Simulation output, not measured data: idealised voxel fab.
This is a process module. Its name is voxel air gaps.
Displayed cross-section: cut, width of 240 nm, square cells sized 5 nm.
Notation: cross-section as square-cell grid; stated in bands, top first, going down; one or more cell rows per band.
Basically the band line says how high the top is and how high the bottom is, in nm, and then what's in it from left to right, every material with its width in nm. Empty space shows up as "blank", and if a single material carries "throughout" it runs the full band edge to edge.
Basically, 0 is our baseline, since under it the wafer straight out of the box is all one material. The bottom band has no lower end and keeps on going down, so it looks like "z 0 and below".
When a width is written as two numbers, as in "30->40", the first number is the width in the top row of cells of the band and the second is the width in its bottom row, and the width changes by the same amount from each row to the next.
"no alterations made" (step): cross-section cells unchanged, all of them.
"Closed internal voids": empty spaces of 8 cells or more with no open way to the top, each given as width x height at distance, distance from the left edge, all in nm.
Text after the settings on a step's line: the simulator's own remark on that step.
The line of a step may include "overlay nm". On a step with a mask, this value is how far to the right of its planned place the mask lay. A negative value means the mask lay to the left.

# Listed below are the process steps as planned
step 1: RECEIVE | material Si
step 2: CONFORMAL_DEP | material SiO2 | thk nm 10
step 3: CONFORMAL_DEP | material SiCN | thk nm 5
step 4: DIRECTIONAL_DEP | material SiO2 | thk nm 40
step 5: MASKED_ETCH | tone open | mask id LINES | width nm 15 | pitch nm 45 | etch materials SiO2 | depth nm 40 | overlay nm 0
step 6: CONFORMAL_DEP | material TiN | thk nm 5
step 7: FILL_DEP | material Cu | thk nm 10
step 8: CMP | height nm 55
step 9: EPI | material Ru | thk nm 10
step 10: SELECTIVE_ETCH | etch materials SiO2 | depth nm 50
step 11: CONFORMAL_DEP | material SiCN | thk nm 5

# First of two wafers, processed according to plan

# Cross-section, incoming material, after step 1
* z 0 and below: Si throughout
* Closed internal voids: none

# Cross-section through the wafer, step 2 finished
* z 10 to 0: SiO2 throughout
* Nothing below the height 0 has changed.

# Cross-section through the wafer, step 3 finished
* z 15 to 10: SiCN throughout
* Nothing below the height 10 has changed.

# Cross-section through the wafer, step 4 finished
* z 55 to 15: SiO2 throughout
* Nothing below the height 15 has changed.

# Cross-section through the wafer, step 5 finished
* z 55 to 15: 45 SiO2 / 15 blank / 30 SiO2 / 15 blank / 30 SiO2 / 15 blank / 30 SiO2 / 15 blank / 45 SiO2
* Nothing below the height 15 has changed.

# Cross-section through the wafer, step 6 finished
* z 60 to 55: 50 TiN / 5 blank / 40 TiN / 5 blank / 40 TiN / 5 blank / 40 TiN / 5 blank / 50 TiN
* z 55 to 20: 45 SiO2 / 5 TiN / 5 blank / 5 TiN / 30 SiO2 / 5 TiN / 5 blank / 5 TiN / 30 SiO2 / 5 TiN / 5 blank / 5 TiN / 30 SiO2 / 5 TiN / 5 blank / 5 TiN / 45 SiO2
* z 20 to 15: 45 SiO2 / 15 TiN / 30 SiO2 / 15 TiN / 30 SiO2 / 15 TiN / 30 SiO2 / 15 TiN / 45 SiO2
* Nothing below the height 15 has changed.

# Cross-section through the wafer, step 7 finished
* z 70 to 60: Cu throughout
* z 60 to 55: 50 TiN / 5 Cu / 40 TiN / 5 Cu / 40 TiN / 5 Cu / 40 TiN / 5 Cu / 50 TiN
* z 55 to 20: 45 SiO2 / 5 TiN / 5 Cu / 5 TiN / 30 SiO2 / 5 TiN / 5 Cu / 5 TiN / 30 SiO2 / 5 TiN / 5 Cu / 5 TiN / 30 SiO2 / 5 TiN / 5 Cu / 5 TiN / 45 SiO2
* Nothing below the height 20 has changed.

# Cross-section through the wafer, step 8 finished
* z 55 to 20: 45 SiO2 / 5 TiN / 5 Cu / 5 TiN / 30 SiO2 / 5 TiN / 5 Cu / 5 TiN / 30 SiO2 / 5 TiN / 5 Cu / 5 TiN / 30 SiO2 / 5 TiN / 5 Cu / 5 TiN / 45 SiO2
* Nothing below the height 20 has changed.

# Cross-section through the wafer, step 9 finished
* z 65 to 55: 35 blank / 35 Ru / 10 blank / 35 Ru / 10 blank / 35 Ru / 10 blank / 35 Ru / 35 blank
* Nothing below the height 55 has changed.

# Cross-section through the wafer, step 10 finished
* z 65 to 55: 35 blank / 35 Ru / 10 blank / 35 Ru / 10 blank / 35 Ru / 10 blank / 35 Ru / 35 blank
* z 55 to 20: 45 blank / 5 TiN / 5 Cu / 5 TiN / 30 blank / 5 TiN / 5 Cu / 5 TiN / 30 blank / 5 TiN / 5 Cu / 5 TiN / 30 blank / 5 TiN / 5 Cu / 5 TiN / 45 blank
* z 20 to 15: 45 blank / 15 TiN / 30 blank / 15 TiN / 30 blank / 15 TiN / 30 blank / 15 TiN / 45 blank
* Nothing below the height 15 has changed.

# Cross-section through the wafer, step 11 finished
* z 70 to 65: 30 blank / 180 SiCN / 30 blank
* z 65 to 55: 30 blank / 5 SiCN / 35 Ru / 10 SiCN / 35 Ru / 10 SiCN / 35 Ru / 10 SiCN / 35 Ru / 5 SiCN / 30 blank
* z 55 to 50: 30 blank / 15 SiCN / 5 TiN / 5 Cu / 5 TiN / 30 SiCN / 5 TiN / 5 Cu / 5 TiN / 30 SiCN / 5 TiN / 5 Cu / 5 TiN / 30 SiCN / 5 TiN / 5 Cu / 5 TiN / 15 SiCN / 30 blank
* z 50 to 20: 40 blank / 5 SiCN / 5 TiN / 5 Cu / 5 TiN / 5 SiCN / 20 blank / 5 SiCN / 5 TiN / 5 Cu / 5 TiN / 5 SiCN / 20 blank / 5 SiCN / 5 TiN / 5 Cu / 5 TiN / 5 SiCN / 20 blank / 5 SiCN / 5 TiN / 5 Cu / 5 TiN / 5 SiCN / 40 blank
* z 20 to 15: 45 SiCN / 15 TiN / 30 SiCN / 15 TiN / 30 SiCN / 15 TiN / 30 SiCN / 15 TiN / 45 SiCN
* Nothing below the height 15 has changed.
* Closed internal voids: 20 x 30 at 65; 20 x 30 at 110; 20 x 30 at 155

# What follows concerns the second wafer, which started out like the first and was meant to follow the very same plan; one mistake crept in when it was run, but everything up to and including step 3 is the same as for the first wafer

# What the second wafer looks like in cross-section when step 4 should have wrapped up
* z 45 to 15: SiO2 throughout
* Nothing below the height 15 has changed.

# What the second wafer looks like in cross-section when step 5 should have wrapped up
* z 45 to 15: 45 SiO2 / 15 blank / 30 SiO2 / 15 blank / 30 SiO2 / 15 blank / 30 SiO2 / 15 blank / 45 SiO2
* Nothing below the height 15 has changed.

# What the second wafer looks like in cross-section when step 6 should have wrapped up
* z 50 to 45: 50 TiN / 5 blank / 40 TiN / 5 blank / 40 TiN / 5 blank / 40 TiN / 5 blank / 50 TiN
* z 45 to 20: 45 SiO2 / 5 TiN / 5 blank / 5 TiN / 30 SiO2 / 5 TiN / 5 blank / 5 TiN / 30 SiO2 / 5 TiN / 5 blank / 5 TiN / 30 SiO2 / 5 TiN / 5 blank / 5 TiN / 45 SiO2
* z 20 to 15: 45 SiO2 / 15 TiN / 30 SiO2 / 15 TiN / 30 SiO2 / 15 TiN / 30 SiO2 / 15 TiN / 45 SiO2
* Nothing below the height 15 has changed.

# What the second wafer looks like in cross-section when step 7 should have wrapped up
* z 60 to 50: Cu throughout
* z 50 to 45: 50 TiN / 5 Cu / 40 TiN / 5 Cu / 40 TiN / 5 Cu / 40 TiN / 5 Cu / 50 TiN
* z 45 to 20: 45 SiO2 / 5 TiN / 5 Cu / 5 TiN / 30 SiO2 / 5 TiN / 5 Cu / 5 TiN / 30 SiO2 / 5 TiN / 5 Cu / 5 TiN / 30 SiO2 / 5 TiN / 5 Cu / 5 TiN / 45 SiO2
* Nothing below the height 20 has changed.

# What the second wafer looks like in cross-section when step 8 should have wrapped up
* z 55 to 50: Cu throughout
* Nothing below the height 50 has changed.

# What the second wafer looks like in cross-section when step 9 should have wrapped up
* z 65 to 55: Ru throughout
* Nothing below the height 55 has changed.

What the second wafer looks like in cross-section when step 10 should have wrapped up: no alterations made

# What the second wafer looks like in cross-section when step 11 should have wrapped up
* z 70 to 65: SiCN throughout
* Nothing below the height 65 has changed.
Heads up, the wafer didn't run the way we planned it: it should be noted that step 4 was executed with settings other than those planned, the operation and settings actually applied being DIRECTIONAL_DEP | material SiO2 | thk nm 30
Final cells, second wafer relative to first, materials higher or lower: Cu +44; Ru +40; SiCN -112; SiO2 +216; TiN +28
So at the end we're looking at 3 closed voids on the first wafer and 0 on the second.
